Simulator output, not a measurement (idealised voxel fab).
Process module under the name voxel transistor to metal
It is cross-section cut that appears here, measuring 205 nm in width, its square cells being 5 nm in size.
Square cells in a grid make up a cross-section in this document, and the grid is given as bands, listed from the top down, each one or more rows of cells.
Band: top and bottom heights (nm) first, top before bottom; then materials from left to right, widths in nm. "edge to edge" marks a sole material filling the band edge to edge. "empty" denotes empty space.
Below 0: as-received wafer, all one material; heights counted from there. Lowest band: no bottom, goes on down, written "0 -> down".
Width "30->40": first value at the band's top row of cells, second value at its bottom row, equal change from row to row.
"same as before" (step): cross-section cells unchanged, all of them.
"Cavities, sealed" - sealed voids, min. 8 cells, no opening to top; format: width x height at distance (distance from left edge; nm throughout).
Post-settings text on a step line: simulator's own remark regarding the step.
On any step carrying a mask, the "overlay nm" setting, if present on the step's line, tells how far right of its planned place the mask lay; negative values point to the left.
Planned step list for the process
1) RECEIVE [material Si]
2) CONFORMAL_DEP [material SiO2] [thk nm 5]
3) CONFORMAL_DEP [material SiN] [thk nm 10]
4) DIRECTIONAL_DEP [material aC] [thk nm 10]
5) PATTERN [tone cover] [mask id ACTIVE] [material resist] [width nm 135] [thk nm 30] [overlay nm 0]
6) DIRECTIONAL_ETCH [etch materials aC] [depth nm 10]
7) STRIP [etch materials resist]
8) DIRECTIONAL_ETCH [etch materials SiN] [depth nm 10]
9) DIRECTIONAL_ETCH [etch materials SiO2] [depth nm 5]
10) DIRECTIONAL_ETCH [etch materials Si] [depth nm 30]
11) STRIP [etch materials aC]
12) FILL_DEP [material SiO2] [thk nm 15]
13) CMP [height nm 15]
14) SELECTIVE_ETCH [etch materials SiO2] [depth nm 10]
15) STRIP [etch materials SiN]
16) SELECTIVE_ETCH [etch materials SiO2] [depth nm 5]
17) OXIDIZE [depth nm 5]
18) DIRECTIONAL_DEP [material polySi] [thk nm 25]
19) DIRECTIONAL_DEP [material SiCN] [thk nm 15]
20) MASKED_ETCH [tone cover] [mask id GATE] [width nm 35] [etch materials SiCN] [depth nm 25] [overlay nm 0]
21) MASKED_ETCH [tone cover] [mask id GATE] [width nm 35] [etch materials polySi] [depth nm 35] [overlay nm 0]
22) CONFORMAL_DEP [material SiN] [thk nm 10]
23) DIRECTIONAL_ETCH [etch materials SiN] [depth nm 10]
24) DIRECTIONAL_ETCH [etch materials SiO2] [depth nm 5]
25) DIRECTIONAL_ETCH [etch materials Si] [depth nm 5]
26) EPI [material SiGe] [thk nm 5]
27) FILL_DEP [material SiO2] [thk nm 5]
28) CMP [height nm 25]
29) STRIP [etch materials polySi]
30) SELECTIVE_ETCH [etch materials SiO2] [depth nm 5]
31) CONFORMAL_DEP [material HfO2] [thk nm 5]
32) CONFORMAL_DEP [material TiN] [thk nm 5]
33) FILL_DEP [material W] [thk nm 10]
34) CMP [height nm 20]
35) DIRECTIONAL_DEP [material SiO2] [thk nm 15]
36) PATTERN [tone open] [mask id CONTACT] [material resist] [width nm 20] [pitch nm 95] [thk nm 20] [overlay nm 0]
37) DIRECTIONAL_ETCH [etch materials SiO2] [depth nm 40]
38) STRIP [etch materials resist]
39) CONFORMAL_DEP [material TiN] [thk nm 5]
40) FILL_DEP [material W] [thk nm 5]
41) CMP [height nm 35]
42) DIRECTIONAL_DEP [material TiN] [thk nm 5]
43) DIRECTIONAL_DEP [material W] [thk nm 25]
44) DIRECTIONAL_DEP [material aC] [thk nm 15]
45) PATTERN [tone cover] [mask id METAL_1] [material resist] [width nm 20] [pitch nm 95] [thk nm 30] [overlay nm 0]
46) DIRECTIONAL_ETCH [etch materials aC] [depth nm 15]
47) STRIP [etch materials resist]
48) DIRECTIONAL_ETCH [etch materials W] [depth nm 25]
49) DIRECTIONAL_ETCH [etch materials TiN] [depth nm 5]
50) STRIP [etch materials aC]
51) CONFORMAL_DEP [material SiN] [thk nm 5]
52) FILL_DEP [material lowk] [thk nm 10]
53) CMP [height nm 65]
54) CONFORMAL_DEP [material SiCN] [thk nm 5]
The first of two wafers, run as planned
Wafer as received: cross-section following step 1
* 0 -> down  Si edge to edge
* Cavities, sealed: none
The following cross-section depicts the wafer upon completion of step 2
* 5 -> 0  SiO2 edge to edge
* Below 0, the layers are the same as they were.
The following cross-section depicts the wafer upon completion of step 3
* 15 -> 5  SiN edge to edge
* Below 5, the layers are the same as they were.
The following cross-section depicts the wafer upon completion of step 4
* 25 -> 15  aC edge to edge
* Below 15, the layers are the same as they were.
The following cross-section depicts the wafer upon completion of step 5
* 55 -> 25  35 of empty; 135 of resist; 35 of empty
* Below 25, the layers are the same as they were.
The following cross-section depicts the wafer upon completion of step 6
* 45 -> 25  35 of empty; 135 of resist; 35 of empty
* 25 -> 15  35 of empty; 135 of aC; 35 of empty
* Below 15, the layers are the same as they were.
The following cross-section depicts the wafer upon completion of step 7
* 25 -> 15  35 of empty; 135 of aC; 35 of empty
* Below 15, the layers are the same as they were.
The following cross-section depicts the wafer upon completion of step 8
* 25 -> 15  35 of empty; 135 of aC; 35 of empty
* 15 -> 5  35 of empty; 135 of SiN; 35 of empty
* Below 5, the layers are the same as they were.
The following cross-section depicts the wafer upon completion of step 9
* 25 -> 15  35 of empty; 135 of aC; 35 of empty
* 15 -> 5  35 of empty; 135 of SiN; 35 of empty
* 5 -> 0  35 of empty; 135 of SiO2; 35 of empty
* Below 0, the layers are the same as they were.
The following cross-section depicts the wafer upon completion of step 10
* 25 -> 15  35 of empty; 135 of aC; 35 of empty
* 15 -> 5  35 of empty; 135 of SiN; 35 of empty
* 5 -> 0  35 of empty; 135 of SiO2; 35 of empty
* 0 -> -30  35 of empty; 135 of Si; 35 of empty
* Below -30, the layers are the same as they were.
The following cross-section depicts the wafer upon completion of step 11
* 15 -> 5  35 of empty; 135 of SiN; 35 of empty
* Below 5, the layers are the same as they were.
The following cross-section depicts the wafer upon completion of step 12
* 30 -> 15  SiO2 edge to edge
* 15 -> 5  35 of SiO2; 135 of SiN; 35 of SiO2
* 5 -> 0  SiO2 edge to edge
* 0 -> -30  35 of SiO2; 135 of Si; 35 of SiO2
* Below -30, the layers are the same as they were.
The following cross-section depicts the wafer upon completion of step 13
* 15 -> 5  35 of SiO2; 135 of SiN; 35 of SiO2
* Below 5, the layers are the same as they were.
The following cross-section depicts the wafer upon completion of step 14
* 15 -> 5  35 of empty; 135 of SiN; 35 of empty
* Below 5, the layers are the same as they were.
The following cross-section depicts the wafer upon completion of step 15
* 5 -> 0  SiO2 edge to edge
* Below 0, the layers are the same as they were.
The following cross-section depicts the wafer upon completion of step 16
* 0 -> -30  35 of SiO2; 135 of Si; 35 of SiO2
* Below -30, the layers are the same as they were.
The following cross-section depicts the wafer upon completion of step 17
* 0 -> -5  SiO2 edge to edge
* Below -5, the layers are the same as they were.
The following cross-section depicts the wafer upon completion of step 18
* 25 -> 0  polySi edge to edge
* Below 0, the layers are the same as they were.
The following cross-section depicts the wafer upon completion of step 19
* 40 -> 25  SiCN edge to edge
* Below 25, the layers are the same as they were.
The following cross-section depicts the wafer upon completion of step 20
* 40 -> 25  85 of empty; 35 of SiCN; 85 of empty
* Below 25, the layers are the same as they were.
The following cross-section depicts the wafer upon completion of step 21
* 40 -> 25  85 of empty; 35 of SiCN; 85 of empty
* 25 -> 0  85 of empty; 35 of polySi; 85 of empty
* Below 0, the layers are the same as they were.
The following cross-section depicts the wafer upon completion of step 22
* 50 -> 40  75 of empty; 55 of SiN; 75 of empty
* 40 -> 25  75 of empty; 10 of SiN; 35 of SiCN; 10 of SiN; 75 of empty
* 25 -> 10  75 of empty; 10 of SiN; 35 of polySi; 10 of SiN; 75 of empty
* 10 -> 0  85 of SiN; 35 of polySi; 85 of SiN
* Below 0, the layers are the same as they were.
The following cross-section depicts the wafer upon completion of step 23
* 40 -> 25  75 of empty; 10 of SiN; 35 of SiCN; 10 of SiN; 75 of empty
* 25 -> 0  75 of empty; 10 of SiN; 35 of polySi; 10 of SiN; 75 of empty
* Below 0, the layers are the same as they were.
The following cross-section depicts the wafer upon completion of step 24
* 40 -> 25  75 of empty; 10 of SiN; 35 of SiCN; 10 of SiN; 75 of empty
* 25 -> 0  75 of empty; 10 of SiN; 35 of polySi; 10 of SiN; 75 of empty
* 0 -> -5  75 of empty; 55 of SiO2; 75 of empty
* Below -5, the layers are the same as they were.
The following cross-section depicts the wafer upon completion of step 25
* 40 -> 25  75 of empty; 10 of SiN; 35 of SiCN; 10 of SiN; 75 of empty
* 25 -> 0  75 of empty; 10 of SiN; 35 of polySi; 10 of SiN; 75 of empty
* 0 -> -5  75 of empty; 55 of SiO2; 75 of empty
* -5 -> -10  35 of SiO2; 40 of empty; 55 of Si; 40 of empty; 35 of SiO2
* Below -10, the layers are the same as they were.
The following cross-section depicts the wafer upon completion of step 26
* 40 -> 25  75 of empty; 10 of SiN; 35 of SiCN; 10 of SiN; 75 of empty
* 25 -> 0  75 of empty; 10 of SiN; 35 of polySi; 10 of SiN; 75 of empty
* 0 -> -5  70 of empty; 5 of SiGe; 55 of SiO2; 5 of SiGe; 70 of empty
* -5 -> -10  35 of SiO2; 40 of SiGe; 55 of Si; 40 of SiGe; 35 of SiO2
* Below -10, the layers are the same as they were.
The following cross-section depicts the wafer upon completion of step 27
* 45 -> 40  SiO2 edge to edge
* 40 -> 25  75 of SiO2; 10 of SiN; 35 of SiCN; 10 of SiN; 75 of SiO2
* 25 -> 0  75 of SiO2; 10 of SiN; 35 of polySi; 10 of SiN; 75 of SiO2
* 0 -> -5  70 of SiO2; 5 of SiGe; 55 of SiO2; 5 of SiGe; 70 of SiO2
* Below -5, the layers are the same as they were.
The following cross-section depicts the wafer upon completion of step 28
* 25 -> 0  75 of SiO2; 10 of SiN; 35 of polySi; 10 of SiN; 75 of SiO2
* Below 0, the layers are the same as they were.
The following cross-section depicts the wafer upon completion of step 29
* 25 -> 0  75 of SiO2; 10 of SiN; 35 of empty; 10 of SiN; 75 of SiO2
* Below 0, the layers are the same as they were.
The following cross-section depicts the wafer upon completion of step 30
* 25 -> 20  75 of empty; 10 of SiN; 35 of empty; 10 of SiN; 75 of empty
* 20 -> 0  75 of SiO2; 10 of SiN; 35 of empty; 10 of SiN; 75 of SiO2
* 0 -> -5  70 of SiO2; 5 of SiGe; 5 of SiO2; 45 of empty; 5 of SiO2; 5 of SiGe; 70 of SiO2
* Below -5, the layers are the same as they were.
The following cross-section depicts the wafer upon completion of step 31
* 30 -> 25  70 of empty; 20 of HfO2; 25 of empty; 20 of HfO2; 70 of empty
* 25 -> 20  75 of HfO2; 10 of SiN; 5 of HfO2; 25 of empty; 5 of HfO2; 10 of SiN; 75 of HfO2
* 20 -> 0  75 of SiO2; 10 of SiN; 5 of HfO2; 25 of empty; 5 of HfO2; 10 of SiN; 75 of SiO2
* 0 -> -5  70 of SiO2; 5 of SiGe; 5 of SiO2; 45 of HfO2; 5 of SiO2; 5 of SiGe; 70 of SiO2
* Below -5, the layers are the same as they were.
The following cross-section depicts the wafer upon completion of step 32
* 35 -> 30  65 of empty; 30 of TiN; 15 of empty; 30 of TiN; 65 of empty
* 30 -> 25  70 of TiN; 20 of HfO2; 5 of TiN; 15 of empty; 5 of TiN; 20 of HfO2; 70 of TiN
* 25 -> 20  75 of HfO2; 10 of SiN; 5 of HfO2; 5 of TiN; 15 of empty; 5 of TiN; 5 of HfO2; 10 of SiN; 75 of HfO2
* 20 -> 5  75 of SiO2; 10 of SiN; 5 of HfO2; 5 of TiN; 15 of empty; 5 of TiN; 5 of HfO2; 10 of SiN; 75 of SiO2
* 5 -> 0  75 of SiO2; 10 of SiN; 5 of HfO2; 25 of TiN; 5 of HfO2; 10 of SiN; 75 of SiO2
* Below 0, the layers are the same as they were.
The following cross-section depicts the wafer upon completion of step 33
* 45 -> 35  W edge to edge
* 35 -> 30  65 of W; 30 of TiN; 15 of W; 30 of TiN; 65 of W
* 30 -> 25  70 of TiN; 20 of HfO2; 5 of TiN; 15 of W; 5 of TiN; 20 of HfO2; 70 of TiN
* 25 -> 20  75 of HfO2; 10 of SiN; 5 of HfO2; 5 of TiN; 15 of W; 5 of TiN; 5 of HfO2; 10 of SiN; 75 of HfO2
* 20 -> 5  75 of SiO2; 10 of SiN; 5 of HfO2; 5 of TiN; 15 of W; 5 of TiN; 5 of HfO2; 10 of SiN; 75 of SiO2
* Below 5, the layers are the same as they were.
The following cross-section depicts the wafer upon completion of step 34
* 20 -> 5  75 of SiO2; 10 of SiN; 5 of HfO2; 5 of TiN; 15 of W; 5 of TiN; 5 of HfO2; 10 of SiN; 75 of SiO2
* Below 5, the layers are the same as they were.
The following cross-section depicts the wafer upon completion of step 35
* 35 -> 20  SiO2 edge to edge
* Below 20, the layers are the same as they were.
The following cross-section depicts the wafer upon completion of step 36
* 55 -> 35  45 of resist; 20 of empty; 75 of resist; 20 of empty; 45 of resist
* Below 35, the layers are the same as they were.
The following cross-section depicts the wafer upon completion of step 37
* 55 -> 35  45 of resist; 20 of empty; 75 of resist; 20 of empty; 45 of resist
* 35 -> 20  45 of SiO2; 20 of empty; 75 of SiO2; 20 of empty; 45 of SiO2
* 20 -> 5  45 of SiO2; 20 of empty; 10 of SiO2; 10 of SiN; 5 of HfO2; 5 of TiN; 15 of W; 5 of TiN; 5 of HfO2; 10 of SiN; 10 of SiO2; 20 of empty; 45 of SiO2
* 5 -> 0  45 of SiO2; 20 of empty; 10 of SiO2; 10 of SiN; 5 of HfO2; 25 of TiN; 5 of HfO2; 10 of SiN; 10 of SiO2; 20 of empty; 45 of SiO2
* 0 -> -5  45 of SiO2; 20 of empty; 5 of SiO2; 5 of SiGe; 5 of SiO2; 45 of HfO2; 5 of SiO2; 5 of SiGe; 5 of SiO2; 20 of empty; 45 of SiO2
* Below -5, the layers are the same as they were.
The following cross-section depicts the wafer upon completion of step 38
* 35 -> 20  45 of SiO2; 20 of empty; 75 of SiO2; 20 of empty; 45 of SiO2
* Below 20, the layers are the same as they were.
The following cross-section depicts the wafer upon completion of step 39
* 40 -> 35  50 of TiN; 10 of empty; 85 of TiN; 10 of empty; 50 of TiN
* 35 -> 20  45 of SiO2; 5 of TiN; 10 of empty; 5 of TiN; 75 of SiO2; 5 of TiN; 10 of empty; 5 of TiN; 45 of SiO2
* 20 -> 5  45 of SiO2; 5 of TiN; 10 of empty; 5 of TiN; 10 of SiO2; 10 of SiN; 5 of HfO2; 5 of TiN; 15 of W; 5 of TiN; 5 of HfO2; 10 of SiN; 10 of SiO2; 5 of TiN; 10 of empty; 5 of TiN; 45 of SiO2
* 5 -> 0  45 of SiO2; 5 of TiN; 10 of empty; 5 of TiN; 10 of SiO2; 10 of SiN; 5 of HfO2; 25 of TiN; 5 of HfO2; 10 of SiN; 10 of SiO2; 5 of TiN; 10 of empty; 5 of TiN; 45 of SiO2
* 0 -> -5  45 of SiO2; 20 of TiN; 5 of SiO2; 5 of SiGe; 5 of SiO2; 45 of HfO2; 5 of SiO2; 5 of SiGe; 5 of SiO2; 20 of TiN; 45 of SiO2
* Below -5, the layers are the same as they were.
The following cross-section depicts the wafer upon completion of step 40
* 45 -> 40  W edge to edge
* 40 -> 35  50 of TiN; 10 of W; 85 of TiN; 10 of W; 50 of TiN
* 35 -> 20  45 of SiO2; 5 of TiN; 10 of W; 5 of TiN; 75 of SiO2; 5 of TiN; 10 of W; 5 of TiN; 45 of SiO2
* 20 -> 5  45 of SiO2; 5 of TiN; 10 of W; 5 of TiN; 10 of SiO2; 10 of SiN; 5 of HfO2; 5 of TiN; 15 of W; 5 of TiN; 5 of HfO2; 10 of SiN; 10 of SiO2; 5 of TiN; 10 of W; 5 of TiN; 45 of SiO2
* 5 -> 0  45 of SiO2; 5 of TiN; 10 of W; 5 of TiN; 10 of SiO2; 10 of SiN; 5 of HfO2; 25 of TiN; 5 of HfO2; 10 of SiN; 10 of SiO2; 5 of TiN; 10 of W; 5 of TiN; 45 of SiO2
* Below 0, the layers are the same as they were.
The following cross-section depicts the wafer upon completion of step 41
* 35 -> 20  45 of SiO2; 5 of TiN; 10 of W; 5 of TiN; 75 of SiO2; 5 of TiN; 10 of W; 5 of TiN; 45 of SiO2
* Below 20, the layers are the same as they were.
The following cross-section depicts the wafer upon completion of step 42
* 40 -> 35  TiN edge to edge
* Below 35, the layers are the same as they were.
The following cross-section depicts the wafer upon completion of step 43
* 65 -> 40  W edge to edge
* Below 40, the layers are the same as they were.
The following cross-section depicts the wafer upon completion of step 44
* 80 -> 65  aC edge to edge
* Below 65, the layers are the same as they were.
The following cross-section depicts the wafer upon completion of step 45
* 110 -> 80  45 of empty; 20 of resist; 75 of empty; 20 of resist; 45 of empty
* Below 80, the layers are the same as they were.
The following cross-section depicts the wafer upon completion of step 46
* 95 -> 80  45 of empty; 20 of resist; 75 of empty; 20 of resist; 45 of empty
* 80 -> 65  45 of empty; 20 of aC; 75 of empty; 20 of aC; 45 of empty
* Below 65, the layers are the same as they were.
The following cross-section depicts the wafer upon completion of step 47
* 80 -> 65  45 of empty; 20 of aC; 75 of empty; 20 of aC; 45 of empty
* Below 65, the layers are the same as they were.
The following cross-section depicts the wafer upon completion of step 48
* 80 -> 65  45 of empty; 20 of aC; 75 of empty; 20 of aC; 45 of empty
* 65 -> 40  45 of empty; 20 of W; 75 of empty; 20 of W; 45 of empty
* Below 40, the layers are the same as they were.
The following cross-section depicts the wafer upon completion of step 49
* 80 -> 65  45 of empty; 20 of aC; 75 of empty; 20 of aC; 45 of empty
* 65 -> 40  45 of empty; 20 of W; 75 of empty; 20 of W; 45 of empty
* 40 -> 35  45 of empty; 20 of TiN; 75 of empty; 20 of TiN; 45 of empty
* Below 35, the layers are the same as they were.
The following cross-section depicts the wafer upon completion of step 50
* 65 -> 40  45 of empty; 20 of W; 75 of empty; 20 of W; 45 of empty
* Below 40, the layers are the same as they were.
The following cross-section depicts the wafer upon completion of step 51
* 70 -> 65  40 of empty; 30 of SiN; 65 of empty; 30 of SiN; 40 of empty
* 65 -> 40  40 of empty; 5 of SiN; 20 of W; 5 of SiN; 65 of empty; 5 of SiN; 20 of W; 5 of SiN; 40 of empty
* 40 -> 35  45 of SiN; 20 of TiN; 75 of SiN; 20 of TiN; 45 of SiN
* Below 35, the layers are the same as they were.
The following cross-section depicts the wafer upon completion of step 52
* 80 -> 70  lowk edge to edge
* 70 -> 65  40 of lowk; 30 of SiN; 65 of lowk; 30 of SiN; 40 of lowk
* 65 -> 40  40 of lowk; 5 of SiN; 20 of W; 5 of SiN; 65 of lowk; 5 of SiN; 20 of W; 5 of SiN; 40 of lowk
* Below 40, the layers are the same as they were.
The following cross-section depicts the wafer upon completion of step 53
* 65 -> 40  40 of lowk; 5 of SiN; 20 of W; 5 of SiN; 65 of lowk; 5 of SiN; 20 of W; 5 of SiN; 40 of lowk
* Below 40, the layers are the same as they were.
The following cross-section depicts the wafer upon completion of step 54
* 70 -> 65  SiCN edge to edge
* Below 65, the layers are the same as they were.
Wafer two of the pair: same origin, same plan, one error during the run; identical to wafer one up to and including step 30
Cross-section of the second wafer when, according to plan, step 31 should have finished
* 30 -> 25  70 of empty; 20 of polySi; 25 of empty; 20 of polySi; 70 of empty
* 25 -> 20  75 of polySi; 10 of SiN; 5 of polySi; 25 of empty; 5 of polySi; 10 of SiN; 75 of polySi
* 20 -> 0  75 of SiO2; 10 of SiN; 5 of polySi; 25 of empty; 5 of polySi; 10 of SiN; 75 of SiO2
* 0 -> -5  70 of SiO2; 5 of SiGe; 5 of SiO2; 45 of polySi; 5 of SiO2; 5 of SiGe; 70 of SiO2
* Below -5, the layers are the same as they were.
Cross-section of the second wafer when, according to plan, step 32 should have finished
* 35 -> 30  65 of empty; 30 of TiN; 15 of empty; 30 of TiN; 65 of empty
* 30 -> 25  70 of TiN; 20 of polySi; 5 of TiN; 15 of empty; 5 of TiN; 20 of polySi; 70 of TiN
* 25 -> 20  75 of polySi; 10 of SiN; 5 of polySi; 5 of TiN; 15 of empty; 5 of TiN; 5 of polySi; 10 of SiN; 75 of polySi
* 20 -> 5  75 of SiO2; 10 of SiN; 5 of polySi; 5 of TiN; 15 of empty; 5 of TiN; 5 of polySi; 10 of SiN; 75 of SiO2
* 5 -> 0  75 of SiO2; 10 of SiN; 5 of polySi; 25 of TiN; 5 of polySi; 10 of SiN; 75 of SiO2
* Below 0, the layers are the same as they were.
Cross-section of the second wafer when, according to plan, step 33 should have finished
* 45 -> 35  W edge to edge
* 35 -> 30  65 of W; 30 of TiN; 15 of W; 30 of TiN; 65 of W
* 30 -> 25  70 of TiN; 20 of polySi; 5 of TiN; 15 of W; 5 of TiN; 20 of polySi; 70 of TiN
* 25 -> 20  75 of polySi; 10 of SiN; 5 of polySi; 5 of TiN; 15 of W; 5 of TiN; 5 of polySi; 10 of SiN; 75 of polySi
* 20 -> 5  75 of SiO2; 10 of SiN; 5 of polySi; 5 of TiN; 15 of W; 5 of TiN; 5 of polySi; 10 of SiN; 75 of SiO2
* Below 5, the layers are the same as they were.
Cross-section of the second wafer when, according to plan, step 34 should have finished
* 20 -> 5  75 of SiO2; 10 of SiN; 5 of polySi; 5 of TiN; 15 of W; 5 of TiN; 5 of polySi; 10 of SiN; 75 of SiO2
* Below 5, the layers are the same as they were.
Cross-section of the second wafer when, according to plan, step 35 should have finished
* 35 -> 20  SiO2 edge to edge
* Below 20, the layers are the same as they were.
Cross-section of the second wafer when, according to plan, step 36 should have finished
* 55 -> 35  45 of resist; 20 of empty; 75 of resist; 20 of empty; 45 of resist
* Below 35, the layers are the same as they were.
Cross-section of the second wafer when, according to plan, step 37 should have finished
* 55 -> 35  45 of resist; 20 of empty; 75 of resist; 20 of empty; 45 of resist
* 35 -> 20  45 of SiO2; 20 of empty; 75 of SiO2; 20 of empty; 45 of SiO2
* 20 -> 5  45 of SiO2; 20 of empty; 10 of SiO2; 10 of SiN; 5 of polySi; 5 of TiN; 15 of W; 5 of TiN; 5 of polySi; 10 of SiN; 10 of SiO2; 20 of empty; 45 of SiO2
* 5 -> 0  45 of SiO2; 20 of empty; 10 of SiO2; 10 of SiN; 5 of polySi; 25 of TiN; 5 of polySi; 10 of SiN; 10 of SiO2; 20 of empty; 45 of SiO2
* 0 -> -5  45 of SiO2; 20 of empty; 5 of SiO2; 5 of SiGe; 5 of SiO2; 45 of polySi; 5 of SiO2; 5 of SiGe; 5 of SiO2; 20 of empty; 45 of SiO2
* Below -5, the layers are the same as they were.
Cross-section of the second wafer when, according to plan, step 38 should have finished
* 35 -> 20  45 of SiO2; 20 of empty; 75 of SiO2; 20 of empty; 45 of SiO2
* Below 20, the layers are the same as they were.
Cross-section of the second wafer when, according to plan, step 39 should have finished
* 40 -> 35  50 of TiN; 10 of empty; 85 of TiN; 10 of empty; 50 of TiN
* 35 -> 20  45 of SiO2; 5 of TiN; 10 of empty; 5 of TiN; 75 of SiO2; 5 of TiN; 10 of empty; 5 of TiN; 45 of SiO2
* 20 -> 5  45 of SiO2; 5 of TiN; 10 of empty; 5 of TiN; 10 of SiO2; 10 of SiN; 5 of polySi; 5 of TiN; 15 of W; 5 of TiN; 5 of polySi; 10 of SiN; 10 of SiO2; 5 of TiN; 10 of empty; 5 of TiN; 45 of SiO2
* 5 -> 0  45 of SiO2; 5 of TiN; 10 of empty; 5 of TiN; 10 of SiO2; 10 of SiN; 5 of polySi; 25 of TiN; 5 of polySi; 10 of SiN; 10 of SiO2; 5 of TiN; 10 of empty; 5 of TiN; 45 of SiO2
* 0 -> -5  45 of SiO2; 20 of TiN; 5 of SiO2; 5 of SiGe; 5 of SiO2; 45 of polySi; 5 of SiO2; 5 of SiGe; 5 of SiO2; 20 of TiN; 45 of SiO2
* Below -5, the layers are the same as they were.
Cross-section of the second wafer when, according to plan, step 40 should have finished
* 45 -> 40  W edge to edge
* 40 -> 35  50 of TiN; 10 of W; 85 of TiN; 10 of W; 50 of TiN
* 35 -> 20  45 of SiO2; 5 of TiN; 10 of W; 5 of TiN; 75 of SiO2; 5 of TiN; 10 of W; 5 of TiN; 45 of SiO2
* 20 -> 5  45 of SiO2; 5 of TiN; 10 of W; 5 of TiN; 10 of SiO2; 10 of SiN; 5 of polySi; 5 of TiN; 15 of W; 5 of TiN; 5 of polySi; 10 of SiN; 10 of SiO2; 5 of TiN; 10 of W; 5 of TiN; 45 of SiO2
* 5 -> 0  45 of SiO2; 5 of TiN; 10 of W; 5 of TiN; 10 of SiO2; 10 of SiN; 5 of polySi; 25 of TiN; 5 of polySi; 10 of SiN; 10 of SiO2; 5 of TiN; 10 of W; 5 of TiN; 45 of SiO2
* Below 0, the layers are the same as they were.
Cross-section of the second wafer when, according to plan, step 41 should have finished
* 35 -> 20  45 of SiO2; 5 of TiN; 10 of W; 5 of TiN; 75 of SiO2; 5 of TiN; 10 of W; 5 of TiN; 45 of SiO2
* Below 20, the layers are the same as they were.
Cross-section of the second wafer when, according to plan, step 42 should have finished
* 40 -> 35  TiN edge to edge
* Below 35, the layers are the same as they were.
Cross-section of the second wafer when, according to plan, step 43 should have finished
* 65 -> 40  W edge to edge
* Below 40, the layers are the same as they were.
Cross-section of the second wafer when, according to plan, step 44 should have finished
* 80 -> 65  aC edge to edge
* Below 65, the layers are the same as they were.
Cross-section of the second wafer when, according to plan, step 45 should have finished
* 110 -> 80  45 of empty; 20 of resist; 75 of empty; 20 of resist; 45 of empty
* Below 80, the layers are the same as they were.
Cross-section of the second wafer when, according to plan, step 46 should have finished
* 95 -> 80  45 of empty; 20 of resist; 75 of empty; 20 of resist; 45 of empty
* 80 -> 65  45 of empty; 20 of aC; 75 of empty; 20 of aC; 45 of empty
* Below 65, the layers are the same as they were.
Cross-section of the second wafer when, according to plan, step 47 should have finished
* 80 -> 65  45 of empty; 20 of aC; 75 of empty; 20 of aC; 45 of empty
* Below 65, the layers are the same as they were.
Cross-section of the second wafer when, according to plan, step 48 should have finished
* 80 -> 65  45 of empty; 20 of aC; 75 of empty; 20 of aC; 45 of empty
* 65 -> 40  45 of empty; 20 of W; 75 of empty; 20 of W; 45 of empty
* Below 40, the layers are the same as they were.
Cross-section of the second wafer when, according to plan, step 49 should have finished
* 80 -> 65  45 of empty; 20 of aC; 75 of empty; 20 of aC; 45 of empty
* 65 -> 40  45 of empty; 20 of W; 75 of empty; 20 of W; 45 of empty
* 40 -> 35  45 of empty; 20 of TiN; 75 of empty; 20 of TiN; 45 of empty
* Below 35, the layers are the same as they were.
Cross-section of the second wafer when, according to plan, step 50 should have finished
* 65 -> 40  45 of empty; 20 of W; 75 of empty; 20 of W; 45 of empty
* Below 40, the layers are the same as they were.
Cross-section of the second wafer when, according to plan, step 51 should have finished
* 70 -> 65  40 of empty; 30 of SiN; 65 of empty; 30 of SiN; 40 of empty
* 65 -> 40  40 of empty; 5 of SiN; 20 of W; 5 of SiN; 65 of empty; 5 of SiN; 20 of W; 5 of SiN; 40 of empty
* 40 -> 35  45 of SiN; 20 of TiN; 75 of SiN; 20 of TiN; 45 of SiN
* Below 35, the layers are the same as they were.
Cross-section of the second wafer when, according to plan, step 52 should have finished
* 80 -> 70  lowk edge to edge
* 70 -> 65  40 of lowk; 30 of SiN; 65 of lowk; 30 of SiN; 40 of lowk
* 65 -> 40  40 of lowk; 5 of SiN; 20 of W; 5 of SiN; 65 of lowk; 5 of SiN; 20 of W; 5 of SiN; 40 of lowk
* Below 40, the layers are the same as they were.
Cross-section of the second wafer when, according to plan, step 53 should have finished
* 65 -> 40  40 of lowk; 5 of SiN; 20 of W; 5 of SiN; 65 of lowk; 5 of SiN; 20 of W; 5 of SiN; 40 of lowk
* Below 40, the layers are the same as they were.
Cross-section of the second wafer when, according to plan, step 54 should have finished
* 70 -> 65  SiCN edge to edge
* Below 65, the layers are the same as they were.
What broke from the plan during processing? step 31 deviated from plan and actually ran as CONFORMAL_DEP [material polySi] [thk nm 5]
Materials where the second wafer ends with more or fewer cells than the first: 17 fewer of HfO2; 17 more of polySi
